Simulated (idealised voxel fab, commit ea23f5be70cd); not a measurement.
The document below concerns the process module designated voxel self aligned vias.
In the cross-section labelled cut, the width is 285 nm and each square cell is 5 nm.
We lay out every cross-section as a grid of square cells and spell it out in bands from the top down, where one band means one or more rows of cells. Within each band entry, the heights of the top and of the bottom of the band appear first, in that order and in nm; the materials of the band then follow from left to right, each with its corresponding width in nm. The designation "edge to edge" on a single material indicates that it fills the band from edge to edge; the designation "empty" indicates empty space. All heights in this document are referenced to 0, defined as the level beneath which the wafer, as received, consists entirely of one material. The lowest band is not bounded below; it extends indefinitely downward and is written in the form "0 nm and below". When a width is written as two numbers, as in "30 to 40", the first number is the width in the top row of cells of the band and the second is the width in its bottom row, and the width changes by the same amount from each row to the next. No cell of the cross-section changed in a step that is given as "no modification". Closed empty spaces (no open way to the top) of 8 cells or more are what "Completely sealed voids" lists, each as width x height at distance from the left edge, nm for all three. Past the settings on a step's line: simulator remark, on that step. "overlay nm", when on a step's line for a step with a mask, measures how far to the right of its planned place the mask lay; a negative measure means to the left.

# plan
- 1: RECEIVE with material Si
- 2: CONFORMAL_DEP with material SiO2, thk nm 10
- 3: CONFORMAL_DEP with material SiCN, thk nm 5
- 4: DIRECTIONAL_DEP with material SiO2, thk nm 30
- 5: MASKED_ETCH with tone open, mask id LINES, width nm 25, pitch nm 60, etch materials SiO2, depth nm 30, overlay nm 0
- 6: CONFORMAL_DEP with material TiN, thk nm 5
- 7: FILL_DEP with material Ru, thk nm 5
- 8: CMP with height nm 45
- 9: SELECTIVE_ETCH with etch materials W Ru TiN, depth nm 10
- 10: FILL_DEP with material SiN, thk nm 5
- 11: CMP with height nm 45
- 12: DIRECTIONAL_DEP with material SiO2, thk nm 20
- 13: DIRECTIONAL_DEP with material aC, thk nm 10
- 14: PATTERN with tone open, mask id VIAS, material resist, width nm 45, pitch nm 60, thk nm 30, overlay nm 0
- 15: DIRECTIONAL_ETCH with etch materials aC, depth nm 10
- 16: STRIP with etch materials resist
- 17: DIRECTIONAL_ETCH with etch materials SiO2, depth nm 20
- 18: DIRECTIONAL_ETCH with etch materials SiN, depth nm 10
- 19: STRIP with etch materials aC
- 20: CONFORMAL_DEP with material TiN, thk nm 5
- 21: FILL_DEP with material Ru, thk nm 10
- 22: CMP with height nm 65
- 23: CONFORMAL_DEP with material SiCN, thk nm 5

# As received (post step 1): cross-section
	0 nm and below = Si edge to edge
	Completely sealed voids: none

# first wafer at the end, as planned
	70 nm to 65 nm = SiCN edge to edge
	65 nm to 50 nm = SiO2 90 / TiN 5 / Ru 35 / TiN 5 / SiO2 15 / TiN 5 / Ru 35 / TiN 5 / SiO2 90
	50 nm to 40 nm = SiO2 90 to 100 / TiN 15 to 5 / Ru 15 / TiN 15 to 5 / SiO2 15 to 35 / TiN 15 to 5 / Ru 15 / TiN 15 to 5 / SiO2 90 to 100
	40 nm to 35 nm = SiO2 100 / TiN 25 / SiO2 35 / TiN 25 / SiO2 100
	35 nm to 20 nm = SiO2 100 / TiN 5 / Ru 15 / TiN 5 / SiO2 35 / TiN 5 / Ru 15 / TiN 5 / SiO2 100
	20 nm to 15 nm = SiO2 100 / TiN 25 / SiO2 35 / TiN 25 / SiO2 100
	15 nm to 10 nm = SiCN edge to edge
	10 nm to 0 nm = SiO2 edge to edge
	0 nm and below = Si edge to edge
	Completely sealed voids: none

# Cross-sectional image of the second wafer of the two following completion of the module. Starting state and process plan were the same as for the first wafer; one execution error occurred
	70 nm to 65 nm = SiCN edge to edge
	65 nm to 50 nm = SiO2 90 / TiN 5 / Ru 35 / TiN 5 / SiO2 15 / TiN 5 / Ru 35 / TiN 5 / SiO2 90
	50 nm to 45 nm = SiO2 90 / TiN 45 / SiO2 15 / TiN 45 / SiO2 90
	45 nm to 35 nm = SiN 90 / TiN 10 / SiO2 25 / TiN 10 / SiN 15 / TiN 10 / SiO2 25 / TiN 10 / SiN 90
	35 nm to 20 nm = Ru 95 / TiN 5 / SiO2 25 / TiN 5 / Ru 25 / TiN 5 / SiO2 25 / TiN 5 / Ru 95
	20 nm to 15 nm = TiN 100 / SiO2 25 / TiN 35 / SiO2 25 / TiN 100
	15 nm to 10 nm = SiCN edge to edge
	10 nm to 0 nm = SiO2 edge to edge
	0 nm and below = Si edge to edge
	Completely sealed voids: none
So what did we get wrong on this run? step 5 ran as: MASKED_ETCH with tone cover, mask id LINES, width nm 25, pitch nm 60, etch materials SiO2, depth nm 30, overlay nm 0
Counted in cells at the end, the second wafer holds more or fewer of these materials than the first: Ru: 99 more | SiN: 78 more | SiO2: 222 fewer | TiN: 45 more
